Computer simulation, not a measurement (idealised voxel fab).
The name of this process module is voxel tone inversion.
FYI the section here is cut, 200 nm wide, cells are 5 nm squares.
Cross-section spec: square-cell grid; bands listed top down; each band is one or more rows. Band entry format. Leading values: height of top, height of bottom, nm. Remainder: materials in left-to-right order, each with its width in nm. Special words: "everywhere" on a single material, which then fills the band edge to edge; "air", empty space. It should be noted that heights are counted from 0, beneath which the wafer as supplied is of one material throughout, and that the lowest band possesses no lower boundary but continues downward, as written in "0 nm and below". You'd read "30->40" like this: the band's top row of cells is as wide as the first number, its bottom row is as wide as the second, and going down, every row changes width by the same amount as the row before did. Given "identical to before" for a step, no cell of the cross-section differs between before and after that step. In the "Voids, fully enclosed" entry, you get each enclosed empty space of 8 cells or more, one with no open way to the top, written width x height at distance, distance from the left edge, in nm. If you see something after the settings on a step's line, that's the simulator's own remark about that step. "overlay nm" on a masked step: distance the mask lay right of its planned place, negative for left.
**Steps in the process plan**
1,RECEIVE (material Si)
2,CONFORMAL_DEP (material SiN; thk nm 5)
3,DIRECTIONAL_DEP (material aC; thk nm 25)
4,PATTERN (tone cover; mask id POSTS; material resist; width nm 25; pitch nm 50; thk nm 35; overlay nm 0)
5,DIRECTIONAL_ETCH (etch materials aC; depth nm 25)
6,STRIP (etch materials resist)
7,FILL_DEP (material SiO2; thk nm 10)
8,CMP (height nm 30)
9,STRIP (etch materials aC)
10,CONFORMAL_DEP (material TiN; thk nm 5)
11,FILL_DEP (material Cu; thk nm 5)
12,CMP (height nm 30)
13,CONFORMAL_DEP (material SiN; thk nm 5)
**Of two wafers, the first: run according to plan**
**The cross-section here shows the wafer as received, i.e. in its state after step 1**
- 0 nm and below = Si everywhere
- Voids, fully enclosed: none
**Upon completion of step 2, the wafer appears in cross-section as shown**
- 5 nm to 0 nm = SiN everywhere
- At heights below 0, the structure remains unaltered.
**Upon completion of step 3, the wafer appears in cross-section as shown**
- 30 nm to 5 nm = aC everywhere
- At heights below 5, the structure remains unaltered.
**Upon completion of step 4, the wafer appears in cross-section as shown**
- 65 nm to 30 nm = 60 air | 25 resist | 25 air | 25 resist | 65 air
- At heights below 30, the structure remains unaltered.
**Upon completion of step 5, the wafer appears in cross-section as shown**
- 40 nm to 30 nm = 60 air | 25 resist | 25 air | 25 resist | 65 air
- 30 nm to 5 nm = 60 air | 25 aC | 25 air | 25 aC | 65 air
- At heights below 5, the structure remains unaltered.
**Upon completion of step 6, the wafer appears in cross-section as shown**
- 30 nm to 5 nm = 60 air | 25 aC | 25 air | 25 aC | 65 air
- At heights below 5, the structure remains unaltered.
**Upon completion of step 7, the wafer appears in cross-section as shown**
- 40 nm to 30 nm = SiO2 everywhere
- 30 nm to 5 nm = 60 SiO2 | 25 aC | 25 SiO2 | 25 aC | 65 SiO2
- At heights below 5, the structure remains unaltered.
**Upon completion of step 8, the wafer appears in cross-section as shown**
- 30 nm to 5 nm = 60 SiO2 | 25 aC | 25 SiO2 | 25 aC | 65 SiO2
- At heights below 5, the structure remains unaltered.
**Upon completion of step 9, the wafer appears in cross-section as shown**
- 30 nm to 5 nm = 60 SiO2 | 25 air | 25 SiO2 | 25 air | 65 SiO2
- At heights below 5, the structure remains unaltered.
**Upon completion of step 10, the wafer appears in cross-section as shown**
- 35 nm to 30 nm = 65 TiN | 15 air | 35 TiN | 15 air | 70 TiN
- 30 nm to 10 nm = 60 SiO2 | 5 TiN | 15 air | 5 TiN | 25 SiO2 | 5 TiN | 15 air | 5 TiN | 65 SiO2
- 10 nm to 5 nm = 60 SiO2 | 25 TiN | 25 SiO2 | 25 TiN | 65 SiO2
- At heights below 5, the structure remains unaltered.
**Upon completion of step 11, the wafer appears in cross-section as shown**
- 40 nm to 35 nm = Cu everywhere
- 35 nm to 30 nm = 65 TiN | 15 Cu | 35 TiN | 15 Cu | 70 TiN
- 30 nm to 10 nm = 60 SiO2 | 5 TiN | 15 Cu | 5 TiN | 25 SiO2 | 5 TiN | 15 Cu | 5 TiN | 65 SiO2
- At heights below 10, the structure remains unaltered.
**Upon completion of step 12, the wafer appears in cross-section as shown**
- 30 nm to 10 nm = 60 SiO2 | 5 TiN | 15 Cu | 5 TiN | 25 SiO2 | 5 TiN | 15 Cu | 5 TiN | 65 SiO2
- At heights below 10, the structure remains unaltered.
**Upon completion of step 13, the wafer appears in cross-section as shown**
- 35 nm to 30 nm = SiN everywhere
- At heights below 30, the structure remains unaltered.
**What follows concerns the second wafer, which started out like the first and was meant to follow the very same plan; one mistake crept in when it was run, but everything up to and including step 11 is the same as for the first wafer**
**Second wafer cross-section, taken as of the time the plan sets for step 12 to be done**
- 30 nm to 10 nm = 60 SiO2 | 5 TiN | 15 Cu | 5 TiN | 25 SiO2 | 5 TiN | 15 Cu | 5 TiN | 65 SiO2
- At heights below 10, the structure remains unaltered.
**Second wafer cross-section, taken as of the time the plan sets for step 13 to be done**
- 35 nm to 30 nm = SiN everywhere
- At heights below 30, the structure remains unaltered.
In executing the process, a mistake was made relative to the plan: step 12 in the plan was executed twice
Honestly, by the end the two wafers have the same cross-section, so the mistake just doesn't show up in what this model computes.
